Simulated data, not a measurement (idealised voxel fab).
The name of this process module is voxel spacer lines.
In the cross-section labelled cut, the width is 280 nm and each square cell is 5 nm.
Cross-section format: a grid of square cells, given as bands from top to bottom; each band is one or more rows of cells. First you get the band's top height and its bottom height, in nm, and then the materials it's made of, left to right, with each width in nm. If you see a single material with "edge to edge", that one covers the band edge to edge. "empty" is empty space. Below 0: as-received wafer, all one material; heights counted from there. Lowest band: no bottom, goes on down, written "0 and below". The notation "30..40" denotes a width that varies across the rows of cells in the band, beginning at the first number in the top row, finishing at the second number in the bottom row, and changing by an identical amount from each row to the next. Basically "nothing got changed" means that step didn't change any cell in the cross-section. This entry, "Unvented cavities", enumerates those empty regions of no fewer than 8 cells that possess no open connection to the top. Each region is reported in the form width x height at distance, the distance being taken from the left edge, with all three quantities expressed in nm. If you see something after the settings on a step's line, that's the simulator's own remark about that step. overlay nm: where the mask lay relative to plan, measured to the right, on steps with a mask; negatives go left.
# The process steps that were planned are listed below
| 1 | RECEIVE (material Si) |
| 2 | CONFORMAL_DEP (material SiO2; thk nm 5) |
| 3 | DIRECTIONAL_DEP (material TiN; thk nm 10) |
| 4 | DIRECTIONAL_DEP (material polySi; thk nm 25) |
| 5 | PATTERN (tone cover; mask id MANDREL; material resist; width nm 15; pitch nm 50; thk nm 30; overlay nm 0) |
| 6 | DIRECTIONAL_ETCH (etch materials polySi; depth nm 25) |
| 7 | STRIP (etch materials resist) |
| 8 | CONFORMAL_DEP (material SiN; thk nm 10) |
| 9 | DIRECTIONAL_ETCH (etch materials SiN; depth nm 10) |
| 10 | STRIP (etch materials polySi) |
| 11 | DIRECTIONAL_ETCH (etch materials TiN; depth nm 10) |
| 12 | STRIP (etch materials SiN) |
# Wafer at receipt (post step 1), cross-section
	0 and below | Si edge to edge
	Unvented cavities: none
# The first of two wafers, cross-sectioned at the end of the module, with the run proceeding as planned
	15 down to 5 | empty: 70, TiN: 10, empty: 15, TiN: 10, empty: 15, TiN: 10, empty: 15, TiN: 10, empty: 15, TiN: 10, empty: 15, TiN: 10, empty: 75
	5 down to 0 | SiO2 edge to edge
	0 and below | Si edge to edge
	Unvented cavities: none
# Second wafer through the module, sectioned at the end: same beginning and same plan as the first wafer, with one mistake in carrying it out
	15 down to 5 | empty: 65, TiN: 10, empty: 25, TiN: 10, empty: 5, TiN: 10, empty: 25, TiN: 10, empty: 5, TiN: 10, empty: 25, TiN: 10, empty: 70
	5 down to 0 | SiO2 edge to edge
	0 and below | Si edge to edge
	Unvented cavities: none
Want to know what went wrong? step 5 off recipe, ran as PATTERN (tone cover; mask id MANDREL; material resist; width nm 25; pitch nm 50; thk nm 30; overlay nm 0)
Tallied in cells, the final second wafer holds each material in the same quantity as the first, although not at the same places.
